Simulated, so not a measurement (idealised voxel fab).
You're looking at the process module voxel self aligned contacts.
Section shown: cut. Width: 275 nm. Cell size: 5 nm, square.
We lay out every cross-section as a grid of square cells and spell it out in bands from the top down, where one band means one or more rows of cells. This entry defines a band. It first specifies the height of the band's top and the height of its bottom in nm, and then specifies the band's materials from left to right, stating each material with its width in nm. The word "full width" identifies a single material that fills the band from edge to edge, while the word "blank" identifies empty space. Height 0 is the level under which the wafer as received is all one material. The lowest band goes on downwards, as in "from 0 down". So if you see something like "30->40" for the width, read it as the top row of the band sitting at the first number and the bottom row at the second, with every row in between moving by the same amount as the last. When a step is marked "identical to before", none of the cells in the cross-section changed during that step. "Closed void catalog": empty spaces of 8 cells or more with no open way to the top, each given as width x height at distance, distance from the left edge, all in nm. That trailing text on a step's line, after the settings, is the simulator's own remark on the step. For masked steps, "overlay nm" on the step line gives how far right of plan the mask actually lay; a minus sign means it lay to the left.

The process steps that were planned are listed below
1) op RECEIVE | material Si
2) op OXIDIZE | depth nm 5
3) op DIRECTIONAL_DEP | material polySi | thk nm 30
4) op DIRECTIONAL_DEP | material SiN | thk nm 20
5) op PATTERN | tone cover | mask id GATE | material resist | width nm 35 | pitch nm 70 | thk nm 20 | overlay nm 0
6) op DIRECTIONAL_ETCH | etch materials SiN | depth nm 20
7) op DIRECTIONAL_ETCH | etch materials polySi | depth nm 30
8) op STRIP | etch materials resist
9) op CONFORMAL_DEP | material SiN | thk nm 5
10) op DIRECTIONAL_ETCH | etch materials SiN | depth nm 5
11) op FILL_DEP | material SiO2 | thk nm 15
12) op CMP | height nm 60
13) op PATTERN | tone open | mask id CONTACT | material resist | width nm 55 | pitch nm 70 | thk nm 20 | overlay nm 0
14) op DIRECTIONAL_ETCH | etch materials SiO2 | depth nm 65
15) op STRIP | etch materials resist
16) op CONFORMAL_DEP | material TiN | thk nm 5
17) op FILL_DEP | material W | thk nm 5
18) op CMP | height nm 60
19) op CONFORMAL_DEP | material SiN | thk nm 5

Shown in cross-section is the wafer as received, that is, as it stands after step 1
    from 0 down: Si full width
    Closed void catalog: none

Cross-sectional view of the first of the two wafers upon completion of the module, processed in accordance with the plan
    from 65 to 60: SiN full width
    from 60 to 50: SiO2 75 nm, then TiN 5->20 nm, then W 45->15 nm, then TiN 5->20 nm, then SiO2 15 nm, then TiN 5->20 nm, then W 45->15 nm, then TiN 5->20 nm, then SiO2 75 nm
    from 50 to 30: SiO2 45 nm, then SiN 45 nm, then TiN 5 nm, then W 15 nm, then TiN 5 nm, then SiN 45 nm, then TiN 5 nm, then W 15 nm, then TiN 5 nm, then SiN 45 nm, then SiO2 45 nm
    from 30 to 0: SiO2 45 nm, then SiN 5 nm, then polySi 35 nm, then SiN 5 nm, then TiN 5 nm, then W 15 nm, then TiN 5 nm, then SiN 5 nm, then polySi 35 nm, then SiN 5 nm, then TiN 5 nm, then W 15 nm, then TiN 5 nm, then SiN 5 nm, then polySi 35 nm, then SiN 5 nm, then SiO2 45 nm
    from 0 to -5: SiO2 90 nm, then TiN 25 nm, then SiO2 45 nm, then TiN 25 nm, then SiO2 90 nm
    from -5 down: Si full width
    Closed void catalog: none

Same start, same plan as the first wafer - but one mistake in the run. Cross-section of the second of the two at the end of the module
    from 65 to 60: SiN full width
    from 60 to 50: SiO2 75 nm, then TiN 5->20 nm, then W 45->15 nm, then TiN 5->20 nm, then SiO2 15 nm, then TiN 5->20 nm, then W 45->15 nm, then TiN 5->20 nm, then SiO2 75 nm
    from 50 to 30: SiO2 45 nm, then SiN 45 nm, then TiN 5 nm, then W 15 nm, then TiN 5 nm, then SiN 45 nm, then TiN 5 nm, then W 15 nm, then TiN 5 nm, then SiN 45 nm, then SiO2 45 nm
    from 30 to 10: SiO2 45 nm, then SiN 5 nm, then polySi 35 nm, then SiN 5 nm, then TiN 5 nm, then W 15 nm, then TiN 5 nm, then SiN 5 nm, then polySi 35 nm, then SiN 5 nm, then TiN 5 nm, then W 15 nm, then TiN 5 nm, then SiN 5 nm, then polySi 35 nm, then SiN 5 nm, then SiO2 45 nm
    from 10 to 5: SiO2 45 nm, then SiN 5 nm, then polySi 35 nm, then SiN 5 nm, then TiN 25 nm, then SiN 5 nm, then polySi 35 nm, then SiN 5 nm, then TiN 25 nm, then SiN 5 nm, then polySi 35 nm, then SiN 5 nm, then SiO2 45 nm
    from 5 to 0: SiN 50 nm, then polySi 35 nm, then SiN 35 nm, then polySi 35 nm, then SiN 35 nm, then polySi 35 nm, then SiN 50 nm
    from 0 to -5: SiO2 full width
    from -5 down: Si full width
    Closed void catalog: none
Run error: steps 9 and 10 got flipped, so each one ran where the other should have
Once processing is complete, comparing cell counts shows that the second wafer has more or fewer of certain materials than the first: 28 more of SiN | 8 fewer of SiO2 | 8 fewer of TiN | 12 fewer of W
